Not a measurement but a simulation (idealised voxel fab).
The name of this process module is voxel self aligned vias.
Square cell edge 5 nm, section width 250 nm, ID cut.
Think of the cross-section as a grid of square cells. We describe it in bands, top to bottom, and each band covers one or more rows of those cells. Each band's line starts with the height of the band's top and of its bottom, in nm. Then come its materials from left to right, each with its width in nm. One material with "everywhere" fills the band from edge to edge. "air" is empty space. Height datum 0, below which the as-received substrate wafer is one material. Lowest band open at the bottom, running downward: "from 0 down". Width "30->40": first value at the band's top row of cells, second value at its bottom row, equal change from row to row. For the purposes of this document, the phrase "remains unaltered" attached to a step denotes that no cell within the cross-section was modified by that step. Empty spaces counting at least 8 cells and having no open way to the top are listed in "Sealed void list". The notation width x height at distance is used for each, the distance being from the left edge and all three values in nm. It should be noted that, on the line of a given step, the content following the step's settings is a remark produced by the simulator itself with respect to that step. A step's line can hold "overlay nm"; with a mask on that step, the setting says how far right of the planned place the mask lay, while a negative setting says it lay to the left.
This section lists the process steps that were planned:
step 1: RECEIVE with material Si
step 2: CONFORMAL_DEP with material SiO2, thk nm 15
step 3: CONFORMAL_DEP with material SiCN, thk nm 5
step 4: DIRECTIONAL_DEP with material SiO2, thk nm 25
step 5: MASKED_ETCH with tone open, mask id LINES, width nm 25, pitch nm 65, etch materials SiO2, depth nm 25, overlay nm 0
step 6: CONFORMAL_DEP with material TiN, thk nm 5
step 7: FILL_DEP with material W, thk nm 5
step 8: CMP with height nm 45
step 9: SELECTIVE_ETCH with etch materials W Ru TiN, depth nm 10
step 10: FILL_DEP with material SiN, thk nm 10
step 11: CMP with height nm 45
step 12: DIRECTIONAL_DEP with material SiO2, thk nm 20
step 13: MASKED_ETCH with tone open, mask id VIAS, width nm 35, pitch nm 65, etch materials SiO2, depth nm 20, overlay nm 0
step 14: MASKED_ETCH with tone open, mask id VIAS, width nm 35, pitch nm 65, etch materials SiN, depth nm 10, overlay nm 0
step 15: CONFORMAL_DEP with material TiN, thk nm 5
step 16: FILL_DEP with material W, thk nm 10
step 17: CMP with height nm 65
step 18: CONFORMAL_DEP with material SiN, thk nm 5
Cross-section of the wafer as it came to us, i.e., already through step 1:
    from 0 down  Si everywhere
    Sealed void list: none
First of two wafers at the end of the module, shown in cross-section; run carried out as planned:
    from 70 to 65  SiN everywhere
    from 65 to 50  75 nm SiO2  5 nm TiN  25 nm W  5 nm TiN  30 nm SiO2  5 nm TiN  25 nm W  5 nm TiN  75 nm SiO2
    from 50 to 40  75->80 nm SiO2  10->5 nm TiN  15 nm W  10->5 nm TiN  30->40 nm SiO2  10->5 nm TiN  15 nm W  10->5 nm TiN  75->80 nm SiO2
    from 40 to 35  80 nm SiO2  25 nm TiN  40 nm SiO2  25 nm TiN  80 nm SiO2
    from 35 to 25  80 nm SiO2  5 nm TiN  15 nm W  5 nm TiN  40 nm SiO2  5 nm TiN  15 nm W  5 nm TiN  80 nm SiO2
    from 25 to 20  80 nm SiO2  25 nm TiN  40 nm SiO2  25 nm TiN  80 nm SiO2
    from 20 to 15  SiCN everywhere
    from 15 to 0  SiO2 everywhere
    from 0 down  Si everywhere
    Sealed void list: none
Second wafer through the module, sectioned at the end: same beginning and same plan as the first wafer, with one mistake in carrying it out:
    from 70 to 65  SiN everywhere
    from 65 to 50  75 nm SiO2  5 nm TiN  25 nm W  5 nm TiN  30 nm SiO2  5 nm TiN  25 nm W  5 nm TiN  75 nm SiO2
    from 50 to 45  75 nm SiO2  35 nm TiN  30 nm SiO2  35 nm TiN  75 nm SiO2
    from 45 to 25  80 nm SiO2  5 nm TiN  15 nm SiCN  5 nm TiN  40 nm SiO2  5 nm TiN  15 nm SiCN  5 nm TiN  80 nm SiO2
    from 25 to 20  80 nm SiO2  25 nm TiN  40 nm SiO2  25 nm TiN  80 nm SiO2
    from 20 to 15  SiCN everywhere
    from 15 to 0  SiO2 everywhere
    from 0 down  Si everywhere
    Sealed void list: none
What was done differently from what was planned? so step 7 ended up running with a different setting than we planned, it ran as FILL_DEP with material SiCN, thk nm 5
Final difference in cells, second wafer against first, listed per material as more or fewer: 24 more of SiCN | 24 fewer of W
